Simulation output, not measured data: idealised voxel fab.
Proc. module: voxel lift off
Pictured: cross-section cut, 155 nm wide, on a grid of 5 nm square cells.
Cross-sections here: square-cell grids, written as top-down lists of bands, a band being one or more rows of cells.
Band: top height; bottom height; in nm. Then, left to right: material with width in nm, for each material. "everywhere": a single material spanning edge to edge. "air": empty space.
Heights are measured from 0, the level below which the as-received wafer is all one material; the lowest band has no bottom and continues downward, written as in "0 down".
So if you see something like "30->40" for the width, read it as the top row of the band sitting at the first number and the bottom row at the second, with every row in between moving by the same amount as the last.
"nothing different" after a step means that no cell of the cross-section changed.
Entry "Unvented internal voids". Content: empty spaces with no open connection to the top, size 8 cells or greater. Each: width x height at distance. Distance: from left edge. Unit: nm.
Anything after a step's settings on that line? It's the simulator's own note about the step.
For masked steps, "overlay nm" on the step line gives how far right of plan the mask actually lay; a minus sign means it lay to the left.

-- These are the steps we planned for the process
1. RECEIVE: material Si
2. CONFORMAL_DEP: material Al2O3, thk nm 15
3. PATTERN: tone open, mask id LINES, material resist, width nm 15, pitch nm 40, thk nm 25, overlay nm -15
4. DIRECTIONAL_DEP: material Ru, thk nm 15
5. STRIP: etch materials resist
6. CONFORMAL_DEP: material SiO2, thk nm 5
varied across the wafers: overlay nm of step 3. The plan shows the first wafer's value. All wafers start alike

-- Cross-section of the first of several wafers on receipt, reflecting completion of step 1
- 0 down: Si everywhere
- Unvented internal voids: none

-- Cross-section, first of several wafers, end of module, after last step 6
- 35 to 30: air: 10 / SiO2: 25 / air: 15 / SiO2: 25 / air: 15 / SiO2: 25 / air: 40
- 30 to 20: air: 10 / SiO2: 5 / Ru: 15 / SiO2: 5 / air: 15 / SiO2: 5 / Ru: 15 / SiO2: 5 / air: 15 / SiO2: 5 / Ru: 15 / SiO2: 5 / air: 40
- 20 to 15: SiO2: 15 / Ru: 15 / SiO2: 25 / Ru: 15 / SiO2: 25 / Ru: 15 / SiO2: 45
- 15 to 0: Al2O3 everywhere
- 0 down: Si everywhere
- Unvented internal voids: none

-- Wafer cross-section (last wafer, module end)
- 35 to 30: air: 40 / SiO2: 25 / air: 15 / SiO2: 25 / air: 15 / SiO2: 25 / air: 10
- 30 to 20: air: 40 / SiO2: 5 / Ru: 15 / SiO2: 5 / air: 15 / SiO2: 5 / Ru: 15 / SiO2: 5 / air: 15 / SiO2: 5 / Ru: 15 / SiO2: 5 / air: 10
- 20 to 15: SiO2: 45 / Ru: 15 / SiO2: 25 / Ru: 15 / SiO2: 25 / Ru: 15 / SiO2: 15
- 15 to 0: Al2O3 everywhere
- 0 down: Si everywhere
- Unvented internal voids: none

-- The table below has one row for each wafer; a row shows, as of the end of the module, how many cells of each material the wafer has gained, marked (+), or lost, marked (-), since it was received, and then the wafer's closed voids
overlay nm -15, +93 Al2O3, +27 Ru, +49 SiO2, Unvented internal voids: none
overlay nm -10, +93 Al2O3, +27 Ru, +49 SiO2, Unvented internal voids: none
overlay nm -5, +93 Al2O3, +27 Ru, +49 SiO2, Unvented internal voids: none
overlay nm 0, +93 Al2O3, +27 Ru, +49 SiO2, Unvented internal voids: none
overlay nm 5, +93 Al2O3, +27 Ru, +49 SiO2, Unvented internal voids: none
overlay nm 10, +93 Al2O3, +27 Ru, +49 SiO2, Unvented internal voids: none
overlay nm 15, +93 Al2O3, +27 Ru, +49 SiO2, Unvented internal voids: none
